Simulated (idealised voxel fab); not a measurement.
Process module under the name voxel local oxidation
cross-section cut | 220 nm wide | cells 5 nm
This document writes a cross-section as a grid whose cells are square, and gives it as bands, listed from the top down; one or more rows of cells form a band.
Top height, bottom height, nm. Materials left to right, width each, nm. Single material + "throughout" = fills band edge to edge. "empty" = empty.
Where do heights start? At 0: under that level the wafer as delivered is made of one material only. And the lowest band has no floor; it just carries on downward, as in "0..down".
When a width is written as two numbers, as in "30->40", the first number is the width in the top row of cells of the band and the second is the width in its bottom row, and the width changes by the same amount from each row to the next.
It should be understood that the words "stayed the same", when stated for a given step, signify that the cross-section underwent no change in any of its cells during that step.
Empty spaces without an open route to the top, at least 8 cells in extent, make up the entry "Sealed-off cavities"; each is given as width x height at distance, where the distance is measured from the left edge, and all are in nm.
The remark found on a step's line after its settings is issued by the simulator itself and pertains to that step.
"overlay nm" on a masked step: distance the mask lay right of its planned place, negative for left.
[So here's the lineup of process steps we planned]
- 1: RECEIVE, material Si
- 2: OXIDIZE, depth nm 5
- 3: CONFORMAL_DEP, material SiN, thk nm 15
- 4: PATTERN, tone cover, mask id ACTIVE, material resist, width nm 100, thk nm 15, overlay nm 0
- 5: DIRECTIONAL_ETCH, etch materials SiN, depth nm 15
- 6: STRIP, etch materials resist
- 7: SELECTIVE_ETCH, etch materials SiO2, depth nm 5
- 8: OXIDIZE, depth nm 10
- 9: STRIP, etch materials SiN
Where the wafers of this document differ is in the width nm of step 4; they start out the same, and the plan states the value that applied to the first wafer.
[As-received cross-section, first of several wafers, post step 1]
	0..down: Si throughout
	Sealed-off cavities: none
[At the end of the module, after its last step, step 9, the first of several wafers appears in cross-section as follows]
	0..-5: 65 of empty; 90 of SiO2; 65 of empty
	-5..-15: 75 of SiO2; 70 of Si; 75 of SiO2
	-15..down: Si throughout
	Sealed-off cavities: none
[Last wafer x-sec, end of module]
	0..-5: 55 of empty; 115 of SiO2; 50 of empty
	-5..-15: 65 of SiO2; 95 of Si; 60 of SiO2
	-15..down: Si throughout
	Sealed-off cavities: none
[wafer rows; end of module; cells per material since receipt: (+) gained, (-) lost; then closed voids]
width nm 100; -104 Si; +78 SiO2; Sealed-off cavities: none
width nm 105; -102 Si; +77 SiO2; Sealed-off cavities: none
width nm 110; -100 Si; +76 SiO2; Sealed-off cavities: none
width nm 115; -98 Si; +75 SiO2; Sealed-off cavities: none
width nm 120; -96 Si; +74 SiO2; Sealed-off cavities: none
width nm 125; -94 Si; +73 SiO2; Sealed-off cavities: none
